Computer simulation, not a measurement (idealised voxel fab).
The name of this process module is voxel self aligned contacts.
Cross-section cut: width 210 nm, square cells of 5 nm.
Think of the cross-section as a grid of square cells. We describe it in bands, top to bottom, and each band covers one or more rows of those cells.
For a band, the entry starts with two heights in nm, that of the top and then that of the bottom, and carries on with the band's materials in order from left to right, each alongside its width in nm; the word "all across" beside a single material means it fills the band edge to edge, and "blank" means empty space.
The reference from which all heights are counted is 0, the level beneath which the as-received wafer is entirely one material; the lowest band, having no lower bound, proceeds downward and is written after the example "z 0 and below".
With a width like "30..40", each row of cells in the band differs from the next by the same amount, the top row carrying the first number and the bottom row the second.
You'll sometimes find "nothing got changed" written for a step, and that's the way of saying that nowhere in the cross-section did a cell change during that step.
What "Cavities, sealed" gives you is every empty space of 8 cells or more that is cut off from the top. Each appears as width x height at distance, with the distance taken from the left edge and width, height and distance all in nm.
It should be noted that, on the line of a given step, the content following the step's settings is a remark produced by the simulator itself with respect to that step.
overlay nm: step with mask; distance mask lay right of planned place; negative value = left of planned place.

Steps in the process plan
1. RECEIVE | material Si
2. OXIDIZE | depth nm 5
3. DIRECTIONAL_DEP | material polySi | thk nm 30
4. DIRECTIONAL_DEP | material SiN | thk nm 20
5. MASKED_ETCH | tone cover | mask id GATE | width nm 25 | pitch nm 60 | etch materials SiN | depth nm 20 | overlay nm -15
6. MASKED_ETCH | tone cover | mask id GATE | width nm 25 | pitch nm 60 | etch materials polySi | depth nm 30 | overlay nm 0
7. CONFORMAL_DEP | material SiN | thk nm 10
8. DIRECTIONAL_ETCH | etch materials SiN | depth nm 10
9. FILL_DEP | material SiO2 | thk nm 15
10. CMP | height nm 60
11. MASKED_ETCH | tone open | mask id CONTACT | width nm 45 | etch materials SiO2 | depth nm 65 | overlay nm 0
12. CONFORMAL_DEP | material TiN | thk nm 5
13. FILL_DEP | material W | thk nm 10
14. CMP | height nm 60
15. CONFORMAL_DEP | material SiN | thk nm 5
Quick note for whoever runs this: the wafers start identical, but the overlay nm at step 5 isn't the same across them. The plan just shows what the first wafer had.

This is how the first of several wafers looked in cross-section when it arrived, which is after step 1
z 0 and below | Si all across
Cavities, sealed: none

The figure below presents a cross-section of the first of several wafers at the conclusion of the module, following its last step, step 15
z 65 to 60 | SiN all across
z 60 to 50 | SiO2 80 / TiN 5 / W 35..5 / TiN 5..35 / SiO2 85
z 50 to 35 | SiO2 35 / SiN 45 / TiN 5 / W 5 / TiN 5 / SiN 45 / SiO2 70
z 35 to 30 | SiO2 35 / SiN 45 / TiN 15 / SiN 45 / SiO2 70
z 30 to 0 | SiO2 35 / SiN 10 / polySi 40 / SiN 20 / polySi 40 / SiN 10 / SiO2 55
z 0 to -5 | SiO2 all across
z -5 and below | Si all across
Cavities, sealed: none

So this is the cross-section on the last wafer at the end of the module
z 65 to 60 | SiN all across
z 60 to 50 | SiO2 80 / TiN 5..35 / W 35..5 / TiN 5 / SiO2 85
z 50 to 35 | SiO2 65 / SiN 45 / TiN 5 / W 5 / TiN 5 / SiN 45 / SiO2 40
z 35 to 30 | SiO2 65 / SiN 45 / TiN 15 / SiN 45 / SiO2 40
z 30 to 0 | SiO2 50 / SiN 10 / polySi 40 / SiN 20 / polySi 40 / SiN 10 / SiO2 40
z 0 to -5 | SiO2 all across
z -5 and below | Si all across
Cavities, sealed: none

Below is a per-wafer table. In it, each row describes the wafer at the end of the module by giving, for each material, the number of cells gained (+) or lost (-) since the wafer was received, and after that the closed voids of the wafer
overlay nm -15; -42 Si; +162 SiN; +300 SiO2; +19 TiN; +11 W; +96 polySi; Cavities, sealed: none
overlay nm -10; -42 Si; +162 SiN; +305 SiO2; +26 TiN; +11 W; +84 polySi; Cavities, sealed: none
overlay nm -5; -42 Si; +162 SiN; +310 SiO2; +33 TiN; +11 W; +72 polySi; Cavities, sealed: none
overlay nm 0; -42 Si; +162 SiN; +315 SiO2; +33 TiN; +18 W; +60 polySi; Cavities, sealed: none
overlay nm 5; -42 Si; +162 SiN; +310 SiO2; +33 TiN; +11 W; +72 polySi; Cavities, sealed: none
overlay nm 10; -42 Si; +162 SiN; +305 SiO2; +26 TiN; +11 W; +84 polySi; Cavities, sealed: none
overlay nm 15; -42 Si; +162 SiN; +300 SiO2; +19 TiN; +11 W; +96 polySi; Cavities, sealed: none
